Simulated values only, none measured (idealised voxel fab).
Name of the process module below: voxel transistor to metal
Pictured: cross-section cut, 190 nm wide, on a grid of 5 nm square cells.
In what follows, cross-sections appear as grids of square cells, described through bands that run from the top down, where every band is one or more rows of cells.
Look at the band entry: it leads with the top's height and the bottom's height in nm. Then it lists the materials left to right, with a width in nm for each. The word "everywhere" on a single material says that material fills the band edge to edge. The word "blank" is empty space.
We count height from 0. Below that, the starting wafer is all one material. The lowest band never ends at the bottom but goes on down; see "0 and below" for how that is written.
Width "30->40": first value at the band's top row of cells, second value at its bottom row, equal change from row to row.
"no modifications" (step): cross-section cells unchanged, all of them.
The entry titled "Closed void catalog" provides the empty spaces that have no open way to the top, restricted to those of 8 cells or more. Each is presented as width x height at distance, the distance being measured from the left edge, with all three in nm.
If you see something after the settings on a step's line, that's the simulator's own remark about that step.
Each step line may optionally specify "overlay nm", which for a step with a mask gives the rightward distance between the mask's planned place and where it lay, a negative value indicating the leftward direction.
Each of the pairs that make up the rest of this document says: here is the cross-section before one process step, here is the cross-section after it, drawn only down to the lowest band that changed, and here, under the pair, is the step lying between them with its settings. Different pairs may come from different runs of this module on the same starting wafer, so a pair continues from the pair above it only where its entry headed "Incoming profile" says so.
[Incoming profile]
    50 down to 35 = 75 blank | 35 aC | 80 blank
    35 down to 25 = 25 polySi | 50 blank | 35 SiCN | 55 blank | 25 polySi
    25 down to 5 = polySi everywhere
    5 down to -5 = 25 SiO2 | 140 polySi | 25 SiO2
    -5 down to -10 = SiO2 everywhere
    -10 down to -25 = 25 SiO2 | 135 Si | 30 SiO2
    -25 and below = Si everywhere
    Closed void catalog: none
[Post-Step Cross-Section]
    50 down to 35 = 75 blank | 35 aC | 80 blank
    35 down to 25 = 75 blank | 35 SiCN | 80 blank
    25 down to 5 = 75 blank | 35 polySi | 80 blank
    5 down to -5 = 25 SiO2 | 50 blank | 35 polySi | 55 blank | 25 SiO2
    Lower than -5, everything is as it was.
    Closed void catalog: none
Which step turns the before cross-section above into the after cross-section? DIRECTIONAL_ETCH,etch materials polySi,depth nm 40
Incoming profile: carried over from the after image of the pair right above.
[Post-Step Cross-Section]
    35 down to 25 = 75 blank | 35 SiCN | 80 blank
    Lower than 25, everything is as it was.
    Closed void catalog: none
Which step turns the before cross-section above into the after cross-section? STRIP,etch materials aC
Incoming profile: carried over from the after image of the pair right above.
[Post-Step Cross-Section]
    40 down to 35 = 70 blank | 45 SiN | 75 blank
    35 down to 25 = 70 blank | 5 SiN | 35 SiCN | 5 SiN | 75 blank
    25 down to 10 = 70 blank | 5 SiN | 35 polySi | 5 SiN | 75 blank
    10 down to 5 = 30 SiN | 40 blank | 5 SiN | 35 polySi | 5 SiN | 45 blank | 30 SiN
    5 down to 0 = 25 SiO2 | 5 SiN | 40 blank | 5 SiN | 35 polySi | 5 SiN | 45 blank | 5 SiN | 25 SiO2
    0 down to -5 = 25 SiO2 | 50 SiN | 35 polySi | 55 SiN | 25 SiO2
    Lower than -5, everything is as it was.
    Closed void catalog: none
Which step turns the before cross-section above into the after cross-section? CONFORMAL_DEP,material SiN,thk nm 5
Incoming profile: carried over from the after image of the pair right above.
[Post-Step Cross-Section]
    35 down to 25 = 70 blank | 5 SiN | 35 SiCN | 5 SiN | 75 blank
    25 down to 5 = 70 blank | 5 SiN | 35 polySi | 5 SiN | 75 blank
    5 down to -5 = 25 SiO2 | 5 SiN | 40 blank | 5 SiN | 35 polySi | 5 SiN | 45 blank | 5 SiN | 25 SiO2
    Lower than -5, everything is as it was.
    Closed void catalog: none
Which step turns the before cross-section above into the after cross-section? DIRECTIONAL_ETCH,etch materials SiN,depth nm 5
Incoming profile: carried over from the after image of the pair right above.
[Post-Step Cross-Section]
    35 down to 25 = 70 blank | 5 SiN | 35 SiCN | 5 SiN | 75 blank
    25 down to 5 = 70 blank | 5 SiN | 35 polySi | 5 SiN | 75 blank
    5 down to 0 = 25 blank | 5 SiN | 40 blank | 5 SiN | 35 polySi | 5 SiN | 45 blank | 5 SiN | 25 blank
    0 down to -5 = 25 SiO2 | 5 SiN | 40 blank | 5 SiN | 35 polySi | 5 SiN | 45 blank | 5 SiN | 25 SiO2
    -5 down to -10 = 30 SiO2 | 40 blank | 45 SiO2 | 45 blank | 30 SiO2
    Lower than -10, everything is as it was.
    Closed void catalog: none
Which step turns the before cross-section above into the after cross-section? DIRECTIONAL_ETCH,etch materials SiO2,depth nm 5
Incoming profile: carried over from the after image of the pair right above.
[Post-Step Cross-Section]
    35 down to 25 = 70 blank | 5 SiN | 35 SiCN | 5 SiN | 75 blank
    25 down to 5 = 70 blank | 5 SiN | 35 polySi | 5 SiN | 75 blank
    5 down to 0 = 25 blank | 5 SiN | 40 blank | 5 SiN | 35 polySi | 5 SiN | 45 blank | 5 SiN | 25 blank
    0 down to -5 = 25 SiO2 | 5 SiN | 40 blank | 5 SiN | 35 polySi | 5 SiN | 45 blank | 5 SiN | 25 SiO2
    -5 down to -10 = 30 SiO2 | 40 blank | 45 SiO2 | 45 blank | 30 SiO2
    -10 down to -15 = 25 SiO2 | 5 Si | 40 blank | 45 Si | 45 blank | 30 SiO2
    Lower than -15, everything is as it was.
    Closed void catalog: none
Which step turns the before cross-section above into the after cross-section? DIRECTIONAL_ETCH,etch materials Si,depth nm 5
Incoming profile: carried over from the after image of the pair right above.
[Post-Step Cross-Section]
    35 down to 25 = 70 blank | 5 SiN | 35 SiCN | 5 SiN | 75 blank
    25 down to 5 = 70 blank | 5 SiN | 35 polySi | 5 SiN | 75 blank
    5 down to 0 = 25 blank | 5 SiN | 40 blank | 5 SiN | 35 polySi | 5 SiN | 45 blank | 5 SiN | 25 blank
    0 down to -5 = 25 SiO2 | 5 SiN | 40 blank | 5 SiN | 35 polySi | 5 SiN | 45 blank | 5 SiN | 25 SiO2
    -5 down to -10 = 30 SiO2 | 5 nSi | 30 blank | 5 nSi | 45 SiO2 | 5 nSi | 40 blank | 30 SiO2
    -10 down to -15 = 25 SiO2 | 5 Si | 40 nSi | 45 Si | 45 nSi | 30 SiO2
    Lower than -15, everything is as it was.
    Closed void catalog: none
Which step turns the before cross-section above into the after cross-section? EPI,material nSi,thk nm 5
Incoming profile: carried over from the after image of the pair right above.
[Post-Step Cross-Section]
    45 down to 35 = SiO2 everywhere
    35 down to 25 = 70 SiO2 | 5 SiN | 35 SiCN | 5 SiN | 75 SiO2
    25 down to 5 = 70 SiO2 | 5 SiN | 35 polySi | 5 SiN | 75 SiO2
    5 down to -5 = 25 SiO2 | 5 SiN | 40 SiO2 | 5 SiN | 35 polySi | 5 SiN | 45 SiO2 | 5 SiN | 25 SiO2
    -5 down to -10 = 30 SiO2 | 5 nSi | 30 SiO2 | 5 nSi | 45 SiO2 | 5 nSi | 70 SiO2
    Lower than -10, everything is as it was.
    Closed void catalog: none
Which step turns the before cross-section above into the after cross-section? FILL_DEP,material SiO2,thk nm 10
Incoming profile: carried over from the after image of the pair right above.
[Post-Step Cross-Section]
    25 down to 5 = 70 SiO2 | 5 SiN | 35 polySi | 5 SiN | 75 SiO2
    Lower than 5, everything is as it was.
    Closed void catalog: none
Which step turns the before cross-section above into the after cross-section? CMP,height nm 25
Incoming profile: carried over from the after image of the pair right above.
[Post-Step Cross-Section]
    25 down to 5 = 70 SiO2 | 5 SiN | 35 blank | 5 SiN | 75 SiO2
    5 down to -5 = 25 SiO2 | 5 SiN | 40 SiO2 | 5 SiN | 35 blank | 5 SiN | 45 SiO2 | 5 SiN | 25 SiO2
    Lower than -5, everything is as it was.
    Closed void catalog: none
Which step turns the before cross-section above into the after cross-section? STRIP,etch materials polySi
Incoming profile: carried over from the after image of the pair right above.
[Post-Step Cross-Section]
    25 down to 20 = 70 blank | 5 SiN | 35 blank | 5 SiN | 75 blank
    20 down to 5 = 70 SiO2 | 5 SiN | 35 blank | 5 SiN | 75 SiO2
    5 down to -5 = 25 SiO2 | 5 SiN | 40 SiO2 | 5 SiN | 35 blank | 5 SiN | 45 SiO2 | 5 SiN | 25 SiO2
    -5 down to -10 = 30 SiO2 | 5 nSi | 30 SiO2 | 5 nSi | 45 blank | 5 nSi | 70 SiO2
    Lower than -10, everything is as it was.
    Closed void catalog: none
Which step turns the before cross-section above into the after cross-section? SELECTIVE_ETCH,etch materials SiO2,depth nm 5
Incoming profile: carried over from the after image of the pair right above.
[Post-Step Cross-Section]
    30 down to 25 = 65 blank | 15 HfO2 | 25 blank | 15 HfO2 | 70 blank
    25 down to 20 = 70 HfO2 | 5 SiN | 5 HfO2 | 25 blank | 5 HfO2 | 5 SiN | 75 HfO2
    20 down to 5 = 70 SiO2 | 5 SiN | 5 HfO2 | 25 blank | 5 HfO2 | 5 SiN | 75 SiO2
    5 down to -5 = 25 SiO2 | 5 SiN | 40 SiO2 | 5 SiN | 5 HfO2 | 25 blank | 5 HfO2 | 5 SiN | 45 SiO2 | 5 SiN | 25 SiO2
    -5 down to -10 = 30 SiO2 | 5 nSi | 30 SiO2 | 5 nSi | 45 HfO2 | 5 nSi | 70 SiO2
    Lower than -10, everything is as it was.
    Closed void catalog: none
Which step turns the before cross-section above into the after cross-section? CONFORMAL_DEP,material HfO2,thk nm 5
Incoming profile: carried over from the after image of the pair right above.
[Post-Step Cross-Section]
    35 down to 30 = 60 blank | 25 TiN | 15 blank | 25 TiN | 65 blank
    30 down to 25 = 65 TiN | 15 HfO2 | 5 TiN | 15 blank | 5 TiN | 15 HfO2 | 70 TiN
    25 down to 20 = 70 HfO2 | 5 SiN | 5 HfO2 | 5 TiN | 15 blank | 5 TiN | 5 HfO2 | 5 SiN | 75 HfO2
    20 down to 5 = 70 SiO2 | 5 SiN | 5 HfO2 | 5 TiN | 15 blank | 5 TiN | 5 HfO2 | 5 SiN | 75 SiO2
    5 down to 0 = 25 SiO2 | 5 SiN | 40 SiO2 | 5 SiN | 5 HfO2 | 5 TiN | 15 blank | 5 TiN | 5 HfO2 | 5 SiN | 45 SiO2 | 5 SiN | 25 SiO2
    0 down to -5 = 25 SiO2 | 5 SiN | 40 SiO2 | 5 SiN | 5 HfO2 | 25 TiN | 5 HfO2 | 5 SiN | 45 SiO2 | 5 SiN | 25 SiO2
    Lower than -5, everything is as it was.
    Closed void catalog: none
Which step turns the before cross-section above into the after cross-section? CONFORMAL_DEP,material TiN,thk nm 5
Incoming profile: carried over from the after image of the pair right above.
[Post-Step Cross-Section]
    45 down to 35 = W everywhere
    35 down to 30 = 60 W | 25 TiN | 15 W | 25 TiN | 65 W
    30 down to 25 = 65 TiN | 15 HfO2 | 5 TiN | 15 W | 5 TiN | 15 HfO2 | 70 TiN
    25 down to 20 = 70 HfO2 | 5 SiN | 5 HfO2 | 5 TiN | 15 W | 5 TiN | 5 HfO2 | 5 SiN | 75 HfO2
    20 down to 5 = 70 SiO2 | 5 SiN | 5 HfO2 | 5 TiN | 15 W | 5 TiN | 5 HfO2 | 5 SiN | 75 SiO2
    5 down to 0 = 25 SiO2 | 5 SiN | 40 SiO2 | 5 SiN | 5 HfO2 | 5 TiN | 15 W | 5 TiN | 5 HfO2 | 5 SiN | 45 SiO2 | 5 SiN | 25 SiO2
    Lower than 0, everything is as it was.
    Closed void catalog: none
Which step turns the before cross-section above into the after cross-section? FILL_DEP,material W,thk nm 10
Incoming profile: carried over from the after image of the pair right above.
[Post-Step Cross-Section]
    20 down to 5 = 70 SiO2 | 5 SiN | 5 HfO2 | 5 TiN | 15 W | 5 TiN | 5 HfO2 | 5 SiN | 75 SiO2
    Lower than 5, everything is as it was.
    Closed void catalog: none
Which step turns the before cross-section above into the after cross-section? CMP,height nm 20
Incoming profile: carried over from the after image of the pair right above.
[Post-Step Cross-Section]
    35 down to 20 = SiO2 everywhere
    Lower than 20, everything is as it was.
    Closed void catalog: none
Which step turns the before cross-section above into the after cross-section? DIRECTIONAL_DEP,material SiO2,thk nm 15
Incoming profile: carried over from the after image of the pair right above.
[Post-Step Cross-Section]
    35 down to 20 = 35 SiO2 | 20 blank | 75 SiO2 | 20 blank | 40 SiO2
    20 down to 5 = 35 SiO2 | 20 blank | 15 SiO2 | 5 SiN | 5 HfO2 | 5 TiN | 15 W | 5 TiN | 5 HfO2 | 5 SiN | 15 SiO2 | 20 blank | 40 SiO2
    5 down to 0 = 25 SiO2 | 5 SiN | 5 SiO2 | 20 blank | 15 SiO2 | 5 SiN | 5 HfO2 | 5 TiN | 15 W | 5 TiN | 5 HfO2 | 5 SiN | 15 SiO2 | 20 blank | 10 SiO2 | 5 SiN | 25 SiO2
    0 down to -5 = 25 SiO2 | 5 SiN | 5 SiO2 | 20 blank | 15 SiO2 | 5 SiN | 5 HfO2 | 25 TiN | 5 HfO2 | 5 SiN | 15 SiO2 | 20 blank | 10 SiO2 | 5 SiN | 25 SiO2
    -5 down to -10 = 30 SiO2 | 5 nSi | 20 blank | 10 SiO2 | 5 nSi | 45 HfO2 | 5 nSi | 10 SiO2 | 20 blank | 40 SiO2
    Lower than -10, everything is as it was.
    Closed void catalog: none
Which step turns the before cross-section above into the after cross-section? MASKED_ETCH,tone open,mask id CONTACT,width nm 20,pitch nm 95,etch materials SiO2,depth nm 45,overlay nm 0
Incoming profile: carried over from the after image of the pair right above.
[Post-Step Cross-Section]
    40 down to 35 = 40 TiN | 10 blank | 85 TiN | 10 blank | 45 TiN
    35 down to 20 = 35 SiO2 | 5 TiN | 10 blank | 5 TiN | 75 SiO2 | 5 TiN | 10 blank | 5 TiN | 40 SiO2
    20 down to 5 = 35 SiO2 | 5 TiN | 10 blank | 5 TiN | 15 SiO2 | 5 SiN | 5 HfO2 | 5 TiN | 15 W | 5 TiN | 5 HfO2 | 5 SiN | 15 SiO2 | 5 TiN | 10 blank | 5 TiN | 40 SiO2
    5 down to 0 = 25 SiO2 | 5 SiN | 5 SiO2 | 5 TiN | 10 blank | 5 TiN | 15 SiO2 | 5 SiN | 5 HfO2 | 5 TiN | 15 W | 5 TiN | 5 HfO2 | 5 SiN | 15 SiO2 | 5 TiN | 10 blank | 5 TiN | 10 SiO2 | 5 SiN | 25 SiO2
    0 down to -5 = 25 SiO2 | 5 SiN | 5 SiO2 | 5 TiN | 10 blank | 5 TiN | 15 SiO2 | 5 SiN | 5 HfO2 | 25 TiN | 5 HfO2 | 5 SiN | 15 SiO2 | 5 TiN | 10 blank | 5 TiN | 10 SiO2 | 5 SiN | 25 SiO2
    -5 down to -10 = 30 SiO2 | 5 nSi | 20 TiN | 10 SiO2 | 5 nSi | 45 HfO2 | 5 nSi | 10 SiO2 | 20 TiN | 40 SiO2
    Lower than -10, everything is as it was.
    Closed void catalog: none
Which step turns the before cross-section above into the after cross-section? CONFORMAL_DEP,material TiN,thk nm 5
Incoming profile: carried over from the after image of the pair right above.
[Post-Step Cross-Section]
    45 down to 40 = W everywhere
    40 down to 35 = 40 TiN | 10 W | 85 TiN | 10 W | 45 TiN
    35 down to 20 = 35 SiO2 | 5 TiN | 10 W | 5 TiN | 75 SiO2 | 5 TiN | 10 W | 5 TiN | 40 SiO2
    20 down to 5 = 35 SiO2 | 5 TiN | 10 W | 5 TiN | 15 SiO2 | 5 SiN | 5 HfO2 | 5 TiN | 15 W | 5 TiN | 5 HfO2 | 5 SiN | 15 SiO2 | 5 TiN | 10 W | 5 TiN | 40 SiO2
    5 down to 0 = 25 SiO2 | 5 SiN | 5 SiO2 | 5 TiN | 10 W | 5 TiN | 15 SiO2 | 5 SiN | 5 HfO2 | 5 TiN | 15 W | 5 TiN | 5 HfO2 | 5 SiN | 15 SiO2 | 5 TiN | 10 W | 5 TiN | 10 SiO2 | 5 SiN | 25 SiO2
    0 down to -5 = 25 SiO2 | 5 SiN | 5 SiO2 | 5 TiN | 10 W | 5 TiN | 15 SiO2 | 5 SiN | 5 HfO2 | 25 TiN | 5 HfO2 | 5 SiN | 15 SiO2 | 5 TiN | 10 W | 5 TiN | 10 SiO2 | 5 SiN | 25 SiO2
    Lower than -5, everything is as it was.
    Closed void catalog: none
Which step turns the before cross-section above into the after cross-section? FILL_DEP,material W,thk nm 5
Incoming profile: carried over from the after image of the pair right above.
[Post-Step Cross-Section]
    35 down to 20 = 35 SiO2 | 5 TiN | 10 W | 5 TiN | 75 SiO2 | 5 TiN | 10 W | 5 TiN | 40 SiO2
    Lower than 20, everything is as it was.
    Closed void catalog: none
Which step turns the before cross-section above into the after cross-section? CMP,height nm 35
Incoming profile: carried over from the after image of the pair right above.
[Post-Step Cross-Section]
    40 down to 35 = TiN everywhere
    Lower than 35, everything is as it was.
    Closed void catalog: none
Which step turns the before cross-section above into the after cross-section? DIRECTIONAL_DEP,material TiN,thk nm 5
Incoming profile: carried over from the after image of the pair right above.
[Post-Step Cross-Section]
    60 down to 40 = W everywhere
    Lower than 40, everything is as it was.
    Closed void catalog: none
Which step turns the before cross-section above into the after cross-section? DIRECTIONAL_DEP,material W,thk nm 20
Incoming profile: carried over from the after image of the pair right above.
[Post-Step Cross-Section]
    60 down to 40 = 35 blank | 20 W | 75 blank | 20 W | 40 blank
    Lower than 40, everything is as it was.
    Closed void catalog: none
Which step turns the before cross-section above into the after cross-section? MASKED_ETCH,tone cover,mask id METAL_1,width nm 20,pitch nm 95,etch materials W,depth nm 20,overlay nm 0
Incoming profile: carried over from the after image of the pair right above.
[Post-Step Cross-Section]
    60 down to 40 = 35 blank | 20 W | 75 blank | 20 W | 40 blank
    40 down to 35 = 35 blank | 20 TiN | 75 blank | 20 TiN | 40 blank
    Lower than 35, everything is as it was.
    Closed void catalog: none
Which step turns the before cross-section above into the after cross-section? MASKED_ETCH,tone cover,mask id METAL_1,width nm 20,pitch nm 95,etch materials TiN,depth nm 5,overlay nm 0
Incoming profile: carried over from the after image of the pair right above.
[Post-Step Cross-Section]
    70 down to 60 = lowk everywhere
    60 down to 40 = 35 lowk | 20 W | 75 lowk | 20 W | 40 lowk
    40 down to 35 = 35 lowk | 20 TiN | 75 lowk | 20 TiN | 40 lowk
    Lower than 35, everything is as it was.
    Closed void catalog: none
Which step turns the before cross-section above into the after cross-section? FILL_DEP,material lowk,thk nm 10
Incoming profile: carried over from the after image of the pair right above.
[Post-Step Cross-Section]
    60 down to 40 = 35 lowk | 20 W | 75 lowk | 20 W | 40 lowk
    Lower than 40, everything is as it was.
    Closed void catalog: none
Which step turns the before cross-section above into the after cross-section? CMP,height nm 60
Incoming profile: carried over from the after image of the pair right above.
[Post-Step Cross-Section]
    65 down to 60 = SiCN everywhere
    Lower than 60, everything is as it was.
    Closed void catalog: none
Which step turns the before cross-section above into the after cross-section? CONFORMAL_DEP,material SiCN,thk nm 5
[Incoming profile]
    60 down to 40 = 35 blank | 20 W | 75 blank | 20 W | 40 blank
    40 down to 35 = TiN everywhere
    35 down to 20 = 35 SiO2 | 5 TiN | 10 W | 5 TiN | 75 SiO2 | 5 TiN | 10 W | 5 TiN | 40 SiO2
    20 down to 5 = 35 SiO2 | 5 TiN | 10 W | 5 TiN | 15 SiO2 | 5 SiN | 5 HfO2 | 5 TiN | 15 W | 5 TiN | 5 HfO2 | 5 SiN | 15 SiO2 | 5 TiN | 10 W | 5 TiN | 40 SiO2
    5 down to 0 = 20 SiO2 | 5 SiN | 10 SiO2 | 5 TiN | 10 W | 5 TiN | 15 SiO2 | 5 SiN | 5 HfO2 | 5 TiN | 15 W | 5 TiN | 5 HfO2 | 5 SiN | 15 SiO2 | 5 TiN | 10 W | 5 TiN | 10 SiO2 | 5 SiN | 25 SiO2
    0 down to -5 = 20 SiO2 | 5 SiN | 10 SiO2 | 5 TiN | 10 W | 5 TiN | 15 SiO2 | 5 SiN | 5 HfO2 | 25 TiN | 5 HfO2 | 5 SiN | 15 SiO2 | 5 TiN | 10 W | 5 TiN | 10 SiO2 | 5 SiN | 25 SiO2
    -5 down to -10 = 35 SiO2 | 20 TiN | 10 SiO2 | 5 nSi | 45 HfO2 | 5 nSi | 10 SiO2 | 20 TiN | 40 SiO2
    -10 down to -15 = 25 SiO2 | 45 nSi | 45 Si | 45 nSi | 30 SiO2
    -15 down to -25 = 25 SiO2 | 135 Si | 30 SiO2
    -25 and below = Si everywhere
    Closed void catalog: none
[Post-Step Cross-Section]
    60 down to 40 = 35 blank | 20 W | 75 blank | 20 W | 40 blank
    40 down to 35 = 30 blank | 25 TiN | 70 blank | 25 TiN | 40 blank
    Lower than 35, everything is as it was.
    Closed void catalog: none
Which step turns the before cross-section above into the after cross-section? MASKED_ETCH,tone cover,mask id METAL_1,width nm 20,pitch nm 95,etch materials TiN,depth nm 5,overlay nm -5
Incoming profile: carried over from the after image of the pair right above.
[Post-Step Cross-Section]
    70 down to 60 = lowk everywhere
    60 down to 40 = 35 lowk | 20 W | 75 lowk | 20 W | 40 lowk
    40 down to 35 = 30 lowk | 25 TiN | 70 lowk | 25 TiN | 40 lowk
    Lower than 35, everything is as it was.
    Closed void catalog: none
Which step turns the before cross-section above into the after cross-section? FILL_DEP,material lowk,thk nm 10
Incoming profile: carried over from the after image of the pair right above.
[Post-Step Cross-Section]
    60 down to 40 = 35 lowk | 20 W | 75 lowk | 20 W | 40 lowk
    Lower than 40, everything is as it was.
    Closed void catalog: none
Which step turns the before cross-section above into the after cross-section? CMP,height nm 60
Incoming profile: carried over from the after image of the pair right above.
[Post-Step Cross-Section]
    65 down to 60 = SiCN everywhere
    Lower than 60, everything is as it was.
    Closed void catalog: none
Which step turns the before cross-section above into the after cross-section? CONFORMAL_DEP,material SiCN,thk nm 5
[Incoming profile]
    0 down to -5 = SiO2 everywhere
    -5 and below = Si everywhere
    Closed void catalog: none
[Post-Step Cross-Section]
    15 down to 0 = HfO2 everywhere
    Lower than 0, everything is as it was.
    Closed void catalog: none
Which step turns the before cross-section above into the after cross-section? CONFORMAL_DEP,material HfO2,thk nm 15
Incoming profile: carried over from the after image of the pair right above.
[Post-Step Cross-Section]
    25 down to 15 = SiO2 everywhere
    Lower than 15, everything is as it was.
    Closed void catalog: none
Which step turns the before cross-section above into the after cross-section? FILL_DEP,material SiO2,thk nm 10
Incoming profile: carried over from the after image of the pair right above.
[Post-Step Cross-Section]
    15 down to 0 = HfO2 everywhere
    Lower than 0, everything is as it was.
    Closed void catalog: none
Which step turns the before cross-section above into the after cross-section? CMP,height nm 15
Incoming profile: carried over from the after image of the pair right above.
[Post-Step Cross-Section]
    45 down to 15 = polySi everywhere
    Lower than 15, everything is as it was.
    Closed void catalog: none
Which step turns the before cross-section above into the after cross-section? DIRECTIONAL_DEP,material polySi,thk nm 30
Incoming profile: carried over from the after image of the pair right above.
[Post-Step Cross-Section]
    55 down to 45 = SiCN everywhere
    Lower than 45, everything is as it was.
    Closed void catalog: none
Which step turns the before cross-section above into the after cross-section? DIRECTIONAL_DEP,material SiCN,thk nm 10
Incoming profile: carried over from the after image of the pair right above.
[Post-Step Cross-Section]
    70 down to 55 = aC everywhere
    Lower than 55, everything is as it was.
    Closed void catalog: none
Which step turns the before cross-section above into the after cross-section? DIRECTIONAL_DEP,material aC,thk nm 15
Incoming profile: carried over from the after image of the pair right above.
[Post-Step Cross-Section]
    100 down to 70 = 75 blank | 35 resist | 80 blank
    Lower than 70, everything is as it was.
    Closed void catalog: none
Which step turns the before cross-section above into the after cross-section? PATTERN,tone cover,mask id GATE,material resist,width nm 35,thk nm 30,overlay nm 0
Incoming profile: carried over from the after image of the pair right above.
[Post-Step Cross-Section]
    85 down to 70 = 75 blank | 35 resist | 80 blank
    70 down to 55 = 75 blank | 35 aC | 80 blank
    Lower than 55, everything is as it was.
    Closed void catalog: none
Which step turns the before cross-section above into the after cross-section? DIRECTIONAL_ETCH,etch materials aC,depth nm 15
Incoming profile: carried over from the after image of the pair right above.
[Post-Step Cross-Section]
    70 down to 55 = 75 blank | 35 aC | 80 blank
    Lower than 55, everything is as it was.
    Closed void catalog: none
Which step turns the before cross-section above into the after cross-section? STRIP,etch materials resist
Incoming profile: carried over from the after image of the pair right above.
[Post-Step Cross-Section]
    70 down to 55 = 75 blank | 35 aC | 80 blank
    55 down to 45 = 75 blank | 35 SiCN | 80 blank
    Lower than 45, everything is as it was.
    Closed void catalog: none
Which step turns the before cross-section above into the after cross-section? DIRECTIONAL_ETCH,etch materials SiCN,depth nm 20
Incoming profile: carried over from the after image of the pair right above.
[Post-Step Cross-Section]
    70 down to 55 = 75 blank | 35 aC | 80 blank
    55 down to 45 = 75 blank | 35 SiCN | 80 blank
    45 down to 15 = 75 blank | 35 polySi | 80 blank
    Lower than 15, everything is as it was.
    Closed void catalog: none
Which step turns the before cross-section above into the after cross-section? DIRECTIONAL_ETCH,etch materials polySi,depth nm 40
Incoming profile: carried over from the after image of the pair right above.
[Post-Step Cross-Section]
    55 down to 45 = 75 blank | 35 SiCN | 80 blank
    Lower than 45, everything is as it was.
    Closed void catalog: none
Which step turns the before cross-section above into the after cross-section? STRIP,etch materials aC
Incoming profile: carried over from the after image of the pair right above.
[Post-Step Cross-Section]
    60 down to 55 = 70 blank | 45 SiN | 75 blank
    55 down to 45 = 70 blank | 5 SiN | 35 SiCN | 5 SiN | 75 blank
    45 down to 20 = 70 blank | 5 SiN | 35 polySi | 5 SiN | 75 blank
    20 down to 15 = 75 SiN | 35 polySi | 80 SiN
    Lower than 15, everything is as it was.
    Closed void catalog: none
Which step turns the before cross-section above into the after cross-section? CONFORMAL_DEP,material SiN,thk nm 5
Incoming profile: carried over from the after image of the pair right above.
[Post-Step Cross-Section]
    55 down to 45 = 70 blank | 5 SiN | 35 SiCN | 5 SiN | 75 blank
    45 down to 15 = 70 blank | 5 SiN | 35 polySi | 5 SiN | 75 blank
    Lower than 15, everything is as it was.
    Closed void catalog: none
Which step turns the before cross-section above into the after cross-section? DIRECTIONAL_ETCH,etch materials SiN,depth nm 5
Incoming profile: carried over from the after image of the pair right above.
[Post-Step Cross-Section]
    65 down to 55 = SiO2 everywhere
    55 down to 45 = 70 SiO2 | 5 SiN | 35 SiCN | 5 SiN | 75 SiO2
    45 down to 15 = 70 SiO2 | 5 SiN | 35 polySi | 5 SiN | 75 SiO2
    Lower than 15, everything is as it was.
    Closed void catalog: none
Which step turns the before cross-section above into the after cross-section? FILL_DEP,material SiO2,thk nm 10
Incoming profile: carried over from the after image of the pair right above.
[Post-Step Cross-Section]
    25 down to 15 = 70 SiO2 | 5 SiN | 35 polySi | 5 SiN | 75 SiO2
    Lower than 15, everything is as it was.
    Closed void catalog: none
Which step turns the before cross-section above into the after cross-section? CMP,height nm 25
Incoming profile: carried over from the after image of the pair right above.
[Post-Step Cross-Section]
    25 down to 15 = 70 SiO2 | 5 SiN | 35 blank | 5 SiN | 75 SiO2
    Lower than 15, everything is as it was.
    Closed void catalog: none
Which step turns the before cross-section above into the after cross-section? STRIP,etch materials polySi
Incoming profile: carried over from the after image of the pair right above.
[Post-Step Cross-Section]
    25 down to 20 = 70 blank | 5 SiN | 35 blank | 5 SiN | 75 blank
    Lower than 20, everything is as it was.
    Closed void catalog: none
Which step turns the before cross-section above into the after cross-section? SELECTIVE_ETCH,etch materials SiO2,depth nm 5
Incoming profile: carried over from the after image of the pair right above.
[Post-Step Cross-Section]
    30 down to 25 = 65 blank | 15 HfO2 | 25 blank | 15 HfO2 | 70 blank
    25 down to 20 = 70 HfO2 | 5 SiN | 5 HfO2 | 25 blank | 5 HfO2 | 5 SiN | 75 HfO2
    20 down to 15 = 70 SiO2 | 5 SiN | 35 HfO2 | 5 SiN | 75 SiO2
    Lower than 15, everything is as it was.
    Closed void catalog: none
Which step turns the before cross-section above into the after cross-section? CONFORMAL_DEP,material HfO2,thk nm 5
Incoming profile: carried over from the after image of the pair right above.
[Post-Step Cross-Section]
    35 down to 30 = 60 blank | 25 TiN | 15 blank | 25 TiN | 65 blank
    30 down to 25 = 65 TiN | 15 HfO2 | 5 TiN | 15 blank | 5 TiN | 15 HfO2 | 70 TiN
    25 down to 20 = 70 HfO2 | 5 SiN | 5 HfO2 | 25 TiN | 5 HfO2 | 5 SiN | 75 HfO2
    Lower than 20, everything is as it was.
    Closed void catalog: none
Which step turns the before cross-section above into the after cross-section? CONFORMAL_DEP,material TiN,thk nm 5
Incoming profile: carried over from the after image of the pair right above.
[Post-Step Cross-Section]
    45 down to 35 = W everywhere
    35 down to 30 = 60 W | 25 TiN | 15 W | 25 TiN | 65 W
    30 down to 25 = 65 TiN | 15 HfO2 | 5 TiN | 15 W | 5 TiN | 15 HfO2 | 70 TiN
    Lower than 25, everything is as it was.
    Closed void catalog: none
Which step turns the before cross-section above into the after cross-section? FILL_DEP,material W,thk nm 10
Incoming profile: carried over from the after image of the pair right above.
[Post-Step Cross-Section]
    20 down to 15 = 70 SiO2 | 5 SiN | 35 HfO2 | 5 SiN | 75 SiO2
    Lower than 15, everything is as it was.
    Closed void catalog: none
Which step turns the before cross-section above into the after cross-section? CMP,height nm 20
Incoming profile: carried over from the after image of the pair right above.
[Post-Step Cross-Section]
    35 down to 20 = SiO2 everywhere
    Lower than 20, everything is as it was.
    Closed void catalog: none
Which step turns the before cross-section above into the after cross-section? DIRECTIONAL_DEP,material SiO2,thk nm 15
Incoming profile: carried over from the after image of the pair right above.
[Post-Step Cross-Section]
    35 down to 20 = 35 SiO2 | 20 blank | 75 SiO2 | 20 blank | 40 SiO2
    20 down to 15 = 35 SiO2 | 20 blank | 15 SiO2 | 5 SiN | 35 HfO2 | 5 SiN | 15 SiO2 | 20 blank | 40 SiO2
    Lower than 15, everything is as it was.
    Closed void catalog: none
Which step turns the before cross-section above into the after cross-section? MASKED_ETCH,tone open,mask id CONTACT,width nm 20,pitch nm 95,etch materials SiO2,depth nm 45,overlay nm 0
Incoming profile: carried over from the after image of the pair right above.
[Post-Step Cross-Section]
    40 down to 35 = 40 TiN | 10 blank | 85 TiN | 10 blank | 45 TiN
    35 down to 20 = 35 SiO2 | 5 TiN | 10 blank | 5 TiN | 75 SiO2 | 5 TiN | 10 blank | 5 TiN | 40 SiO2
    20 down to 15 = 35 SiO2 | 20 TiN | 15 SiO2 | 5 SiN | 35 HfO2 | 5 SiN | 15 SiO2 | 20 TiN | 40 SiO2
    Lower than 15, everything is as it was.
    Closed void catalog: none
Which step turns the before cross-section above into the after cross-section? CONFORMAL_DEP,material TiN,thk nm 5
